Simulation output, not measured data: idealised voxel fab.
The following is a process module called voxel plated lines.
Displayed cross-section: cut, width of 225 nm, square cells sized 5 nm.
A cross-section in this document is a grid of square cells, and it is written down as bands, the top band listed before the ones below it; a band is made up of one or more rows of cells.
Band: top and bottom heights (nm) first, top before bottom; then materials from left to right, widths in nm. "edge to edge" marks a sole material filling the band edge to edge. "blank" denotes empty space.
It should be noted that heights are counted from 0, beneath which the wafer as supplied is of one material throughout, and that the lowest band possesses no lower boundary but continues downward, as written in "0 and below".
With a width like "30 to 40", each row of cells in the band differs from the next by the same amount, the top row carrying the first number and the bottom row the second.
What does "same as before" mean for a step? It means no cell of the cross-section changed in that step.
"Unvented cavities" contains a list of empty spaces, each no smaller than 8 cells and without an open way to the top, written in the form width x height at distance with the distance from the left edge and all three in nm.
after a step's settings: what the simulator itself notes on the step
If you see "overlay nm" on a step's line and that step has a mask, it's telling you how far right of where it was planned the mask ended up; a negative number means it went left instead.

Here's what the planned process steps look like
1: RECEIVE, material Si
2: CONFORMAL_DEP, material Al2O3, thk nm 10
3: DIRECTIONAL_DEP, material TiN, thk nm 5
4: PATTERN, tone open, mask id LINES, material resist, width nm 15, pitch nm 40, thk nm 30, overlay nm 0
5: EPI, material Ru, thk nm 5
6: EPI, material Ru, thk nm 5
7: STRIP, etch materials resist
8: DIRECTIONAL_ETCH, etch materials TiN, depth nm 5
9: CONFORMAL_DEP, material SiO2, thk nm 10
Variable across wafers: step 4 width nm (plan value is that of the first wafer; starting state common to all).

Cross-section of the first of several received wafers, showing its state after step 1
* 0 and below | Si edge to edge
* Unvented cavities: none

Here's the first of several wafers in cross-section, end of the module, after the last step, step 9
* 35 down to 25 | 75 blank, then 35 SiO2, then 5 blank, then 35 SiO2, then 75 blank
* 25 down to 20 | 75 blank, then 10 SiO2, then 15 Ru, then 10 SiO2, then 5 blank, then 10 SiO2, then 15 Ru, then 10 SiO2, then 75 blank
* 20 down to 15 | 85 SiO2, then 15 Ru, then 25 SiO2, then 15 Ru, then 85 SiO2
* 15 down to 10 | 85 SiO2, then 15 TiN, then 25 SiO2, then 15 TiN, then 85 SiO2
* 10 down to 0 | Al2O3 edge to edge
* 0 and below | Si edge to edge
* Unvented cavities: none

End of module: cross-section, last of several wafers
* 35 down to 25 | 70 blank, then 85 SiO2, then 70 blank
* 25 down to 20 | 70 blank, then 10 SiO2, then 25 Ru, then 15 SiO2, then 25 Ru, then 10 SiO2, then 70 blank
* 20 down to 15 | 80 SiO2, then 25 Ru, then 15 SiO2, then 25 Ru, then 80 SiO2
* 15 down to 10 | 80 SiO2, then 25 TiN, then 15 SiO2, then 25 TiN, then 80 SiO2
* 10 down to 0 | Al2O3 edge to edge
* 0 and below | Si edge to edge
* Unvented cavities: none

Take any row and you have a wafer at the end of the module: how many cells of each material it has gained (+) or lost (-) since it was received, and then its closed voids
width nm 15; +90 Al2O3; +12 Ru; +114 SiO2; +6 TiN; Unvented cavities: none
width nm 20; +90 Al2O3; +16 Ru; +114 SiO2; +8 TiN; Unvented cavities: none
width nm 25; +90 Al2O3; +20 Ru; +111 SiO2; +10 TiN; Unvented cavities: none
